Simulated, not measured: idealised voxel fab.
The name of this process module is voxel ribs on slabs.
Square cells of 5 nm make up the cross-section cut, whose width is 260 nm.
Think of the cross-section as a grid of square cells. We describe it in bands, top to bottom, and each band covers one or more rows of those cells.
Within each band entry, the heights of the top and of the bottom of the band appear first, in that order and in nm; the materials of the band then follow from left to right, each with its corresponding width in nm. The designation "all across" on a single material indicates that it fills the band from edge to edge; the designation "empty" indicates empty space.
Measure heights from 0. That's the level where, below it, the as-received wafer is all one material. The lowest band is bottomless and extends downward; write it as in "z 0 and below".
The width entry "30 to 40" should be interpreted row by row: the top row of cells in the band takes the first number, the bottom row takes the second number, and the change between adjacent rows is uniform throughout.
"no modifications" means the step left every cell of the cross-section as it was.
Under "Entrapped void list" you'll find the enclosed gaps, the ones with no way out to the top, that are 8 cells or bigger; each reads width x height at distance, with distance counted from the left edge, everything in nm.
Where a step's line continues beyond its settings, the continuation is a remark by the simulator itself on that step.
"overlay nm" answers the question of how far to the right of plan the mask lay on a step that has a mask, and when it is negative the answer is to the left.
Steps in the process plan:
step 1: RECEIVE [material Si]
step 2: DIRECTIONAL_DEP [material SiO2] [thk nm 20]
step 3: DIRECTIONAL_DEP [material polySi] [thk nm 25]
step 4: MASKED_ETCH [tone cover] [mask id RIB] [width nm 20] [etch materials polySi] [depth nm 20] [overlay nm 0]
step 5: DIRECTIONAL_DEP [material aC] [thk nm 15]
step 6: PATTERN [tone cover] [mask id SLAB] [material resist] [width nm 60] [thk nm 35] [overlay nm 0]
step 7: DIRECTIONAL_ETCH [etch materials aC] [depth nm 15]
step 8: STRIP [etch materials resist]
step 9: DIRECTIONAL_ETCH [etch materials polySi] [depth nm 5]
step 10: STRIP [etch materials aC]
step 11: FILL_DEP [material SiO2] [thk nm 15]
step 12: CMP [height nm 55]
step 13: DIRECTIONAL_DEP [material TiN] [thk nm 5]
step 14: DIRECTIONAL_DEP [material aC] [thk nm 10]
step 15: PATTERN [tone cover] [mask id HEATER] [material resist] [width nm 30] [thk nm 30] [overlay nm 0]
step 16: DIRECTIONAL_ETCH [etch materials aC] [depth nm 10]
step 17: STRIP [etch materials resist]
step 18: DIRECTIONAL_ETCH [etch materials TiN] [depth nm 5]
step 19: STRIP [etch materials aC]
step 20: CONFORMAL_DEP [material SiN] [thk nm 10]
The first of the two wafers, which ran as planned:
Cross-section of the wafer at receipt, which is the condition after step 1:
> z 0 and below | Si all across
> Entrapped void list: none
Wafer after step 2 (cross-section):
> z 20 to 0 | SiO2 all across
> Whatever lies below 0 is exactly as it was before.
Wafer after step 3 (cross-section):
> z 45 to 20 | polySi all across
> Whatever lies below 20 is exactly as it was before.
Wafer after step 4 (cross-section):
> z 45 to 25 | 120 of empty, then 20 of polySi, then 120 of empty
> Whatever lies below 25 is exactly as it was before.
Wafer after step 5 (cross-section):
> z 60 to 45 | 120 of empty, then 20 of aC, then 120 of empty
> z 45 to 40 | 120 of empty, then 20 of polySi, then 120 of empty
> z 40 to 25 | 120 of aC, then 20 of polySi, then 120 of aC
> Whatever lies below 25 is exactly as it was before.
Wafer after step 6 (cross-section):
> z 95 to 60 | 100 of empty, then 60 of resist, then 100 of empty
> z 60 to 45 | 100 of empty, then 20 of resist, then 20 of aC, then 20 of resist, then 100 of empty
> z 45 to 40 | 100 of empty, then 20 of resist, then 20 of polySi, then 20 of resist, then 100 of empty
> Whatever lies below 40 is exactly as it was before.
Wafer after step 7 (cross-section):
> z 80 to 60 | 100 of empty, then 60 of resist, then 100 of empty
> z 60 to 45 | 100 of empty, then 20 of resist, then 20 of aC, then 20 of resist, then 100 of empty
> z 45 to 40 | 100 of empty, then 20 of resist, then 20 of polySi, then 20 of resist, then 100 of empty
> z 40 to 25 | 100 of empty, then 20 of aC, then 20 of polySi, then 20 of aC, then 100 of empty
> Whatever lies below 25 is exactly as it was before.
Wafer after step 8 (cross-section):
> z 60 to 45 | 120 of empty, then 20 of aC, then 120 of empty
> z 45 to 40 | 120 of empty, then 20 of polySi, then 120 of empty
> Whatever lies below 40 is exactly as it was before.
Wafer after step 9 (cross-section):
> z 60 to 45 | 120 of empty, then 20 of aC, then 120 of empty
> z 45 to 40 | 120 of empty, then 20 of polySi, then 120 of empty
> z 40 to 25 | 100 of empty, then 20 of aC, then 20 of polySi, then 20 of aC, then 100 of empty
> z 25 to 20 | 100 of empty, then 60 of polySi, then 100 of empty
> Whatever lies below 20 is exactly as it was before.
Wafer after step 10 (cross-section):
> z 45 to 25 | 120 of empty, then 20 of polySi, then 120 of empty
> Whatever lies below 25 is exactly as it was before.
Wafer after step 11 (cross-section):
> z 60 to 45 | SiO2 all across
> z 45 to 25 | 120 of SiO2, then 20 of polySi, then 120 of SiO2
> z 25 to 20 | 100 of SiO2, then 60 of polySi, then 100 of SiO2
> Whatever lies below 20 is exactly as it was before.
Wafer after step 12 (cross-section):
> z 55 to 45 | SiO2 all across
> Whatever lies below 45 is exactly as it was before.
Wafer after step 13 (cross-section):
> z 60 to 55 | TiN all across
> Whatever lies below 55 is exactly as it was before.
Wafer after step 14 (cross-section):
> z 70 to 60 | aC all across
> Whatever lies below 60 is exactly as it was before.
Wafer after step 15 (cross-section):
> z 100 to 70 | 115 of empty, then 30 of resist, then 115 of empty
> Whatever lies below 70 is exactly as it was before.
Wafer after step 16 (cross-section):
> z 90 to 70 | 115 of empty, then 30 of resist, then 115 of empty
> z 70 to 60 | 115 of empty, then 30 of aC, then 115 of empty
> Whatever lies below 60 is exactly as it was before.
Wafer after step 17 (cross-section):
> z 70 to 60 | 115 of empty, then 30 of aC, then 115 of empty
> Whatever lies below 60 is exactly as it was before.
Wafer after step 18 (cross-section):
> z 70 to 60 | 115 of empty, then 30 of aC, then 115 of empty
> z 60 to 55 | 115 of empty, then 30 of TiN, then 115 of empty
> Whatever lies below 55 is exactly as it was before.
Wafer after step 19 (cross-section):
> z 60 to 55 | 115 of empty, then 30 of TiN, then 115 of empty
> Whatever lies below 55 is exactly as it was before.
Wafer after step 20 (cross-section):
> z 70 to 65 | 105 of empty, then 50 of SiN, then 105 of empty
> z 65 to 60 | SiN all across
> z 60 to 55 | 115 of SiN, then 30 of TiN, then 115 of SiN
> Whatever lies below 55 is exactly as it was before.
Now the other wafer: same start, same recipe, but we messed up one thing when running it. Up to and including step 3 it's the same as the first one:
The second wafer in cross-section, at the planned close of step 4:
> z 45 to 25 | 120 of empty, then 25 of polySi, then 115 of empty
> Whatever lies below 25 is exactly as it was before.
The second wafer in cross-section, at the planned close of step 5:
> z 60 to 45 | 120 of empty, then 25 of aC, then 115 of empty
> z 45 to 40 | 120 of empty, then 25 of polySi, then 115 of empty
> z 40 to 25 | 120 of aC, then 25 of polySi, then 115 of aC
> Whatever lies below 25 is exactly as it was before.
The second wafer in cross-section, at the planned close of step 6:
> z 95 to 60 | 100 of empty, then 60 of resist, then 100 of empty
> z 60 to 45 | 100 of empty, then 20 of resist, then 25 of aC, then 15 of resist, then 100 of empty
> z 45 to 40 | 100 of empty, then 20 of resist, then 25 of polySi, then 15 of resist, then 100 of empty
> Whatever lies below 40 is exactly as it was before.
The second wafer in cross-section, at the planned close of step 7:
> z 80 to 60 | 100 of empty, then 60 of resist, then 100 of empty
> z 60 to 45 | 100 of empty, then 20 of resist, then 25 of aC, then 15 of resist, then 100 of empty
> z 45 to 40 | 100 of empty, then 20 of resist, then 25 of polySi, then 15 of resist, then 100 of empty
> z 40 to 25 | 100 of empty, then 20 of aC, then 25 of polySi, then 15 of aC, then 100 of empty
> Whatever lies below 25 is exactly as it was before.
The second wafer in cross-section, at the planned close of step 8:
> z 60 to 45 | 120 of empty, then 25 of aC, then 115 of empty
> z 45 to 40 | 120 of empty, then 25 of polySi, then 115 of empty
> Whatever lies below 40 is exactly as it was before.
The second wafer in cross-section, at the planned close of step 9:
> z 60 to 45 | 120 of empty, then 25 of aC, then 115 of empty
> z 45 to 40 | 120 of empty, then 25 of polySi, then 115 of empty
> z 40 to 25 | 100 of empty, then 20 of aC, then 25 of polySi, then 15 of aC, then 100 of empty
> z 25 to 20 | 100 of empty, then 60 of polySi, then 100 of empty
> Whatever lies below 20 is exactly as it was before.
The second wafer in cross-section, at the planned close of step 10:
> z 45 to 25 | 120 of empty, then 25 of polySi, then 115 of empty
> Whatever lies below 25 is exactly as it was before.
The second wafer in cross-section, at the planned close of step 11:
> z 60 to 45 | SiO2 all across
> z 45 to 25 | 120 of SiO2, then 25 of polySi, then 115 of SiO2
> z 25 to 20 | 100 of SiO2, then 60 of polySi, then 100 of SiO2
> Whatever lies below 20 is exactly as it was before.
The second wafer in cross-section, at the planned close of step 12:
> z 55 to 45 | SiO2 all across
> Whatever lies below 45 is exactly as it was before.
The second wafer in cross-section, at the planned close of step 13:
> z 60 to 55 | TiN all across
> Whatever lies below 55 is exactly as it was before.
The second wafer in cross-section, at the planned close of step 14:
> z 70 to 60 | aC all across
> Whatever lies below 60 is exactly as it was before.
The second wafer in cross-section, at the planned close of step 15:
> z 100 to 70 | 115 of empty, then 30 of resist, then 115 of empty
> Whatever lies below 70 is exactly as it was before.
The second wafer in cross-section, at the planned close of step 16:
> z 90 to 70 | 115 of empty, then 30 of resist, then 115 of empty
> z 70 to 60 | 115 of empty, then 30 of aC, then 115 of empty
> Whatever lies below 60 is exactly as it was before.
The second wafer in cross-section, at the planned close of step 17:
> z 70 to 60 | 115 of empty, then 30 of aC, then 115 of empty
> Whatever lies below 60 is exactly as it was before.
The second wafer in cross-section, at the planned close of step 18:
> z 70 to 60 | 115 of empty, then 30 of aC, then 115 of empty
> z 60 to 55 | 115 of empty, then 30 of TiN, then 115 of empty
> Whatever lies below 55 is exactly as it was before.
The second wafer in cross-section, at the planned close of step 19:
> z 60 to 55 | 115 of empty, then 30 of TiN, then 115 of empty
> Whatever lies below 55 is exactly as it was before.
The second wafer in cross-section, at the planned close of step 20:
> z 70 to 65 | 105 of empty, then 50 of SiN, then 105 of empty
> z 65 to 60 | SiN all across
> z 60 to 55 | 115 of SiN, then 30 of TiN, then 115 of SiN
> Whatever lies below 55 is exactly as it was before.
Deviation from plan: step 4 did not use the planned setting and instead ran as MASKED_ETCH [tone cover] [mask id RIB] [width nm 25] [etch materials polySi] [depth nm 20] [overlay nm 0]
Cell-count delta at end, second wafer over first, by material: 4 fewer of SiO2, 4 more of polySi
